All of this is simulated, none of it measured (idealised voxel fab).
The name of this process module is voxel capacitor over wiring.
The width of the displayed cross-section, cut, is 270 nm; its cells are square, with a size of 5 nm.
Reading order for cross-sections: top band down to bottom band. Underlying form: a grid of square cells. Band size: one or more rows of cells.
The entry gives the band's vertical extent as a top height and a bottom height in nm, then its horizontal make-up as materials from left to right, each with a width in nm. "empty" stands for empty space; a single material marked "edge to edge" fills the band edge to edge.
The reference from which all heights are counted is 0, the level beneath which the as-received wafer is entirely one material; the lowest band, having no lower bound, proceeds downward and is written after the example "z 0 and below".
Width spec "30->40" -> top row of cells at first value, bottom row at second value, equal per-row change in between.
Given "all unchanged" for a step, no cell of the cross-section differs between before and after that step.
In the "Voids lacking openings" entry, you get each enclosed empty space of 8 cells or more, one with no open way to the top, written width x height at distance, distance from the left edge, in nm.
Past the settings on a step's line: simulator remark, on that step.
overlay nm: how far to the right of its planned place the mask lay on this masked step (negative: to the left).
-- Process steps - plan
1. RECEIVE [material Si]
2. CONFORMAL_DEP [material SiO2] [thk nm 15]
3. CONFORMAL_DEP [material SiN] [thk nm 5]
4. DIRECTIONAL_DEP [material lowk] [thk nm 15]
5. PATTERN [tone open] [mask id METAL_1] [material resist] [width nm 25] [pitch nm 85] [thk nm 15] [overlay nm 0]
6. DIRECTIONAL_ETCH [etch materials lowk] [depth nm 15]
7. DIRECTIONAL_ETCH [etch materials SiN] [depth nm 5]
8. STRIP [etch materials resist]
9. CONFORMAL_DEP [material TiN] [thk nm 5]
10. FILL_DEP [material Cu] [thk nm 10]
11. CMP [height nm 35]
12. CONFORMAL_DEP [material SiCN] [thk nm 5]
13. DIRECTIONAL_DEP [material lowk] [thk nm 20]
14. PATTERN [tone open] [mask id PLUG_1] [material resist] [width nm 15] [thk nm 15] [overlay nm 0]
15. DIRECTIONAL_ETCH [etch materials lowk] [depth nm 20]
16. DIRECTIONAL_ETCH [etch materials SiCN] [depth nm 5]
17. STRIP [etch materials resist]
18. EPI [material Ru] [thk nm 10]
19. EPI [material Ru] [thk nm 10]
20. EPI [material Ru] [thk nm 5]
21. DIRECTIONAL_DEP [material TiN] [thk nm 5]
22. DIRECTIONAL_DEP [material HfO2] [thk nm 5]
23. DIRECTIONAL_DEP [material TiN] [thk nm 10]
24. DIRECTIONAL_DEP [material aC] [thk nm 10]
25. PATTERN [tone cover] [mask id UPPER_PLATE] [material resist] [width nm 65] [thk nm 30] [overlay nm 0]
26. DIRECTIONAL_ETCH [etch materials aC] [depth nm 10]
27. STRIP [etch materials resist]
28. DIRECTIONAL_ETCH [etch materials TiN] [depth nm 10]
29. DIRECTIONAL_ETCH [etch materials HfO2] [depth nm 5]
30. STRIP [etch materials aC]
31. DIRECTIONAL_DEP [material aC] [thk nm 15]
32. PATTERN [tone cover] [mask id LOWER_PLATE] [material resist] [width nm 75] [thk nm 35] [overlay nm 0]
33. DIRECTIONAL_ETCH [etch materials aC] [depth nm 15]
34. STRIP [etch materials resist]
35. DIRECTIONAL_ETCH [etch materials TiN] [depth nm 5]
36. STRIP [etch materials aC]
37. FILL_DEP [material SiO2] [thk nm 20]
38. CMP [height nm 95]
39. DIRECTIONAL_DEP [material aC] [thk nm 10]
40. PATTERN [tone open] [mask id PLUG_2] [material resist] [width nm 15] [thk nm 25] [overlay nm 0]
41. DIRECTIONAL_ETCH [etch materials aC] [depth nm 10]
42. STRIP [etch materials resist]
43. DIRECTIONAL_ETCH [etch materials SiO2] [depth nm 15]
44. STRIP [etch materials aC]
45. CONFORMAL_DEP [material TiN] [thk nm 5]
46. FILL_DEP [material Cu] [thk nm 5]
47. CMP [height nm 95]
48. CONFORMAL_DEP [material SiCN] [thk nm 5]
-- As-received state of the wafer in cross-section, equivalent to post-step 1
  z 0 and below: Si edge to edge
  Voids lacking openings: none
-- Cross-section: first of two wafers, module finished, run according to plan
  z 100 to 95: SiCN edge to edge
  z 95 to 85: SiO2 100 / TiN 5 / Cu 5 / TiN 5 / SiO2 155
  z 85 to 80: SiO2 100 / TiN 15 / SiO2 155
  z 80 to 70: SiO2 90 / TiN 65 / SiO2 115
  z 70 to 65: SiO2 90 / HfO2 65 / SiO2 115
  z 65 to 60: SiO2 85 / TiN 75 / SiO2 110
  z 60 to 40: lowk 90 / Ru 15 / lowk 165
  z 40 to 35: SiCN 90 / Ru 15 / SiCN 165
  z 35 to 20: lowk 80 / TiN 5 / Cu 15 / TiN 5 / lowk 60 / TiN 5 / Cu 15 / TiN 5 / lowk 80
  z 20 to 15: SiN 80 / TiN 25 / SiN 60 / TiN 25 / SiN 80
  z 15 to 0: SiO2 edge to edge
  z 0 and below: Si edge to edge
  Voids lacking openings: none
-- Wafer two (of two), end-of-module cross-section: start = wafer one, plan = wafer one, one run mistake
  z 100 to 95: SiCN edge to edge
  z 95 to 85: SiO2 100 / TiN 5 / Cu 5 / TiN 5 / SiO2 155
  z 85 to 80: SiO2 100 / TiN 15 / SiO2 155
  z 80 to 75: SiO2 edge to edge
  z 75 to 65: SiO2 90 / TiN 65 / SiO2 115
  z 65 to 60: SiO2 90 / HfO2 65 / SiO2 115
  z 60 to 40: lowk 90 / Ru 15 / lowk 165
  z 40 to 35: SiCN 90 / Ru 15 / SiCN 165
  z 35 to 20: lowk 80 / TiN 5 / Cu 15 / TiN 5 / lowk 60 / TiN 5 / Cu 15 / TiN 5 / lowk 80
  z 20 to 15: SiN 80 / TiN 25 / SiN 60 / TiN 25 / SiN 80
  z 15 to 0: SiO2 edge to edge
  z 0 and below: Si edge to edge
  Voids lacking openings: none
Which mistake was made when the wafer was run? step 21 of the plan was omitted and not executed
End check, counted in cells, second wafer has more or fewer of these materials than the first: SiO2 +15, TiN -15
